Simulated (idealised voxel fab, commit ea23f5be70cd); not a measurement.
process module | voxel wiring stack
cross-section cut | 200 nm wide | cells 5 nm
A cross-section is a grid of square cells, given in bands from the top down. A band is one or more rows of cells.
Each band's line starts with the height of the band's top and of its bottom, in nm. Then come its materials from left to right, each with its width in nm. One material with "throughout" fills the band from edge to edge. "air" is empty space.
Height 0 is the level under which the wafer as received is all one material. The lowest band goes on downwards, as in "0 down".
A width such as "30 to 40" changes by the same amount from each row of cells to the next, from the band's top row to its bottom row.
"no change" after a step means that no cell of the cross-section changed.
closed voids: empty space of 8 cells or more with no open way to the top, each as width x height at its distance from the left edge, in nm
after a step's settings: what the simulator itself notes on the step
overlay nm, on a step with a mask: how far to the right of its planned place the mask lay; to the left if negative
plan
1 op RECEIVE | material Si
2 op CONFORMAL_DEP | material SiO2 | thk nm 15
3 op DIRECTIONAL_DEP | material TiN | thk nm 5
4 op DIRECTIONAL_DEP | material Ru | thk nm 20
5 op MASKED_ETCH | tone cover | mask id METAL_1 | width nm 30 | pitch nm 60 | etch materials Ru | depth nm 20 | overlay nm 0
6 op MASKED_ETCH | tone cover | mask id METAL_1 | width nm 30 | pitch nm 60 | etch materials TiN | depth nm 5 | overlay nm 0
7 op CONFORMAL_DEP | material SiCN | thk nm 5
8 op FILL_DEP | material SiO2 | thk nm 5
9 op CMP | height nm 40
10 op CONFORMAL_DEP | material SiCN | thk nm 5
11 op DIRECTIONAL_DEP | material lowk | thk nm 30
12 op PATTERN | tone open | mask id METAL_2_HOLES | material resist | width nm 15 | pitch nm 60 | thk nm 20 | overlay nm 0
13 op DIRECTIONAL_ETCH | etch materials lowk | depth nm 30
14 op STRIP | etch materials resist
15 op MASKED_ETCH | tone open | mask id METAL_2 | width nm 30 | pitch nm 60 | etch materials lowk | depth nm 20 | overlay nm 0
16 op MASKED_ETCH | tone open | mask id METAL_2 | width nm 30 | pitch nm 60 | etch materials SiCN | depth nm 5 | overlay nm 0
17 op CONFORMAL_DEP | material TiN | thk nm 5
18 op FILL_DEP | material Cu | thk nm 10
19 op CMP | height nm 75
20 op CONFORMAL_DEP | material SiCN | thk nm 5
21 op DIRECTIONAL_DEP | material lowk | thk nm 35
22 op MASKED_ETCH | tone open | mask id METAL_3 | width nm 30 | pitch nm 60 | etch materials lowk | depth nm 20 | overlay nm 0
23 op MASKED_ETCH | tone open | mask id METAL_3_HOLES | width nm 15 | etch materials lowk | depth nm 15 | overlay nm 0
24 op MASKED_ETCH | tone open | mask id METAL_3_HOLES | width nm 15 | etch materials SiCN | depth nm 5 | overlay nm 0
25 op CONFORMAL_DEP | material TiN | thk nm 5
26 op FILL_DEP | material Ru | thk nm 10
27 op CMP | height nm 115
28 op CONFORMAL_DEP | material SiCN | thk nm 5
as received, after step 1
  0 down: Si throughout
  closed voids: none
first wafer at the end, as planned
  120 to 115: SiCN throughout
  115 to 100: lowk 55 | TiN 5 | Ru 20 | TiN 5 | lowk 30 | TiN 5 | Ru 20 | TiN 5 | lowk 55
  100 to 95: lowk 55 | TiN 5 | Ru 5 | TiN 20 | lowk 30 | TiN 30 | lowk 55
  95 to 80: lowk 55 | TiN 5 | Ru 5 | TiN 5 | lowk 130
  80 to 75: SiCN 55 | TiN 15 | SiCN 130
  75 to 60: lowk 55 | TiN 5 | Cu 20 | TiN 5 | lowk 30 | TiN 5 | Cu 20 | TiN 5 | lowk 55
  60 to 55: lowk 55 | TiN 5 | Cu 5 | TiN 20 | lowk 30 | TiN 5 | Cu 5 | TiN 20 | lowk 55
  55 to 45: lowk 55 | TiN 5 | Cu 5 | TiN 5 | lowk 45 | TiN 5 | Cu 5 | TiN 5 | lowk 70
  45 to 40: SiCN 55 | TiN 15 | SiCN 45 | TiN 15 | SiCN 70
  40 to 20: SiO2 50 | SiCN 5 | Ru 30 | SiCN 5 | SiO2 20 | SiCN 5 | Ru 30 | SiCN 5 | SiO2 50
  20 to 15: SiCN 55 | TiN 30 | SiCN 30 | TiN 30 | SiCN 55
  15 to 0: SiO2 throughout
  0 down: Si throughout
  closed voids: none
second wafer at the end: like start, like plan, one mistake
  120 to 115: Ru throughout
  115 to 100: lowk 55 | TiN 5 | Ru 20 | TiN 5 | lowk 30 | TiN 5 | Ru 20 | TiN 5 | lowk 55
  100 to 95: lowk 55 | TiN 5 | Ru 5 | TiN 20 | lowk 30 | TiN 30 | lowk 55
  95 to 80: lowk 55 | TiN 5 | Ru 5 | TiN 5 | lowk 130
  80 to 75: SiCN 55 | TiN 15 | SiCN 130
  75 to 60: lowk 55 | TiN 5 | Cu 20 | TiN 5 | lowk 30 | TiN 5 | Cu 20 | TiN 5 | lowk 55
  60 to 55: lowk 55 | TiN 5 | Cu 5 | TiN 20 | lowk 30 | TiN 5 | Cu 5 | TiN 20 | lowk 55
  55 to 45: lowk 55 | TiN 5 | Cu 5 | TiN 5 | lowk 45 | TiN 5 | Cu 5 | TiN 5 | lowk 70
  45 to 40: SiCN 55 | TiN 15 | SiCN 45 | TiN 15 | SiCN 70
  40 to 20: SiO2 50 | SiCN 5 | Ru 30 | SiCN 5 | SiO2 20 | SiCN 5 | Ru 30 | SiCN 5 | SiO2 50
  20 to 15: SiCN 55 | TiN 30 | SiCN 30 | TiN 30 | SiCN 55
  15 to 0: SiO2 throughout
  0 down: Si throughout
  closed voids: none
what went wrong: step 28 ran as: op CONFORMAL_DEP | material Ru | thk nm 5
at the end the second wafer has, in cells: 40 more of Ru | 40 fewer of SiCN
